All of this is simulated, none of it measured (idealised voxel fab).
The following is a process module called voxel air gaps.
Cross-sectional view cut (width: 255 nm; square cell size: 5 nm).
Reading order for cross-sections: top band down to bottom band. Underlying form: a grid of square cells. Band size: one or more rows of cells. Each band's line starts with the height of the band's top and of its bottom, in nm. Then come its materials from left to right, each with its width in nm. One material with "throughout" fills the band from edge to edge. "blank" is empty space. Heads up on the height convention: 0 is the point under which the incoming wafer is all one material, and the lowest band has no bottom, it just keeps going down, like "0 and below". A width given as "30..40" starts at the first number in the band's top row and ends at the second number in its bottom row, shifting by an equal amount at every step from row to row. "left unchanged" -> step changed no cross-section cell. Empty spaces counting at least 8 cells and having no open way to the top are listed in "Closed void inventory". The notation width x height at distance is used for each, the distance being from the left edge and all three values in nm. If you see something after the settings on a step's line, that's the simulator's own remark about that step. The optional step-line setting "overlay nm" applies to steps with a mask and quantifies how far to the right of its planned location the mask lay, a negative value indicating leftward placement.

Plan:
1. RECEIVE with material Si
2. CONFORMAL_DEP with material SiO2, thk nm 15
3. CONFORMAL_DEP with material SiN, thk nm 5
4. DIRECTIONAL_DEP with material SiO2, thk nm 35
5. MASKED_ETCH with tone open, mask id LINES, width nm 15, pitch nm 45, etch materials SiO2, depth nm 35, overlay nm 0
6. CONFORMAL_DEP with material TiN, thk nm 5
7. FILL_DEP with material W, thk nm 10
8. CMP with height nm 55
9. EPI with material Ru, thk nm 10
10. SELECTIVE_ETCH with etch materials SiO2, depth nm 45
11. CONFORMAL_DEP with material SiN, thk nm 5

First of the two wafers, run per plan:

Here's what the wafer looked like in cross-section when it arrived - that's after step 1:
> 0 and below | Si throughout
> Closed void inventory: none

Cross-section of the wafer after step 2:
> 15 down to 0 | SiO2 throughout
> Unchanged below 0.

Cross-section of the wafer after step 3:
> 20 down to 15 | SiN throughout
> Unchanged below 15.

Cross-section of the wafer after step 4:
> 55 down to 20 | SiO2 throughout
> Unchanged below 20.

Cross-section of the wafer after step 5:
> 55 down to 20 | SiO2: 50, blank: 15, SiO2: 30, blank: 15, SiO2: 30, blank: 15, SiO2: 30, blank: 15, SiO2: 55
> Unchanged below 20.

Cross-section of the wafer after step 6:
> 60 down to 55 | TiN: 55, blank: 5, TiN: 40, blank: 5, TiN: 40, blank: 5, TiN: 40, blank: 5, TiN: 60
> 55 down to 25 | SiO2: 50, TiN: 5, blank: 5, TiN: 5, SiO2: 30, TiN: 5, blank: 5, TiN: 5, SiO2: 30, TiN: 5, blank: 5, TiN: 5, SiO2: 30, TiN: 5, blank: 5, TiN: 5, SiO2: 55
> 25 down to 20 | SiO2: 50, TiN: 15, SiO2: 30, TiN: 15, SiO2: 30, TiN: 15, SiO2: 30, TiN: 15, SiO2: 55
> Unchanged below 20.

Cross-section of the wafer after step 7:
> 70 down to 60 | W throughout
> 60 down to 55 | TiN: 55, W: 5, TiN: 40, W: 5, TiN: 40, W: 5, TiN: 40, W: 5, TiN: 60
> 55 down to 25 | SiO2: 50, TiN: 5, W: 5, TiN: 5, SiO2: 30, TiN: 5, W: 5, TiN: 5, SiO2: 30, TiN: 5, W: 5, TiN: 5, SiO2: 30, TiN: 5, W: 5, TiN: 5, SiO2: 55
> Unchanged below 25.

Cross-section of the wafer after step 8:
> 55 down to 25 | SiO2: 50, TiN: 5, W: 5, TiN: 5, SiO2: 30, TiN: 5, W: 5, TiN: 5, SiO2: 30, TiN: 5, W: 5, TiN: 5, SiO2: 30, TiN: 5, W: 5, TiN: 5, SiO2: 55
> Unchanged below 25.

Cross-section of the wafer after step 9:
> 65 down to 55 | blank: 40, Ru: 35, blank: 10, Ru: 35, blank: 10, Ru: 35, blank: 10, Ru: 35, blank: 45
> Unchanged below 55.

Cross-section of the wafer after step 10:
> 65 down to 55 | blank: 40, Ru: 35, blank: 10, Ru: 35, blank: 10, Ru: 35, blank: 10, Ru: 35, blank: 45
> 55 down to 25 | blank: 50, TiN: 5, W: 5, TiN: 5, blank: 30, TiN: 5, W: 5, TiN: 5, blank: 30, TiN: 5, W: 5, TiN: 5, blank: 30, TiN: 5, W: 5, TiN: 5, blank: 55
> 25 down to 20 | blank: 50, TiN: 15, blank: 30, TiN: 15, blank: 30, TiN: 15, blank: 30, TiN: 15, blank: 55
> Unchanged below 20.

Cross-section of the wafer after step 11:
> 70 down to 65 | blank: 35, SiN: 180, blank: 40
> 65 down to 55 | blank: 35, SiN: 5, Ru: 35, SiN: 10, Ru: 35, SiN: 10, Ru: 35, SiN: 10, Ru: 35, SiN: 5, blank: 40
> 55 down to 50 | blank: 35, SiN: 15, TiN: 5, W: 5, TiN: 5, SiN: 30, TiN: 5, W: 5, TiN: 5, SiN: 30, TiN: 5, W: 5, TiN: 5, SiN: 30, TiN: 5, W: 5, TiN: 5, SiN: 15, blank: 40
> 50 down to 25 | blank: 45, SiN: 5, TiN: 5, W: 5, TiN: 5, SiN: 5, blank: 20, SiN: 5, TiN: 5, W: 5, TiN: 5, SiN: 5, blank: 20, SiN: 5, TiN: 5, W: 5, TiN: 5, SiN: 5, blank: 20, SiN: 5, TiN: 5, W: 5, TiN: 5, SiN: 5, blank: 50
> 25 down to 20 | SiN: 50, TiN: 15, SiN: 30, TiN: 15, SiN: 30, TiN: 15, SiN: 30, TiN: 15, SiN: 55
> Unchanged below 20.
> Closed void inventory: 20 x 25 at 70; 20 x 25 at 115; 20 x 25 at 160

Notes, second wafer: start = first wafer's, plan = first wafer's, execution had one mistake; history identical to first through step 8:

Second wafer, section view, time point: scheduled end of step 9:
> 75 down to 55 | blank: 30, Ru: 190, blank: 35
> Unchanged below 55.

Second wafer, section view, time point: scheduled end of step 10:
> 75 down to 55 | blank: 30, Ru: 190, blank: 35
> 55 down to 25 | blank: 50, TiN: 5, W: 5, TiN: 5, SiO2: 30, TiN: 5, W: 5, TiN: 5, SiO2: 30, TiN: 5, W: 5, TiN: 5, SiO2: 30, TiN: 5, W: 5, TiN: 5, blank: 55
> 25 down to 20 | blank: 50, TiN: 15, SiO2: 30, TiN: 15, SiO2: 30, TiN: 15, SiO2: 30, TiN: 15, blank: 55
> Unchanged below 20.

Second wafer, section view, time point: scheduled end of step 11:
> 80 down to 75 | blank: 25, SiN: 200, blank: 30
> 75 down to 55 | blank: 25, SiN: 5, Ru: 190, SiN: 5, blank: 30
> 55 down to 50 | blank: 25, SiN: 25, TiN: 5, W: 5, TiN: 5, SiO2: 30, TiN: 5, W: 5, TiN: 5, SiO2: 30, TiN: 5, W: 5, TiN: 5, SiO2: 30, TiN: 5, W: 5, TiN: 5, SiN: 25, blank: 30
> 50 down to 25 | blank: 45, SiN: 5, TiN: 5, W: 5, TiN: 5, SiO2: 30, TiN: 5, W: 5, TiN: 5, SiO2: 30, TiN: 5, W: 5, TiN: 5, SiO2: 30, TiN: 5, W: 5, TiN: 5, SiN: 5, blank: 50
> 25 down to 20 | SiN: 50, TiN: 15, SiO2: 30, TiN: 15, SiO2: 30, TiN: 15, SiO2: 30, TiN: 15, SiN: 55
> Unchanged below 20.
Which mistake was made when the wafer was run? twice over, step 9 of the plan was run
Final comparison by cell count, materials where the second wafer has more or fewer than the first: 96 more of Ru | 66 fewer of SiN | 126 more of SiO2
The first wafer finishes with 3 closed voids, while the second finishes with 0.
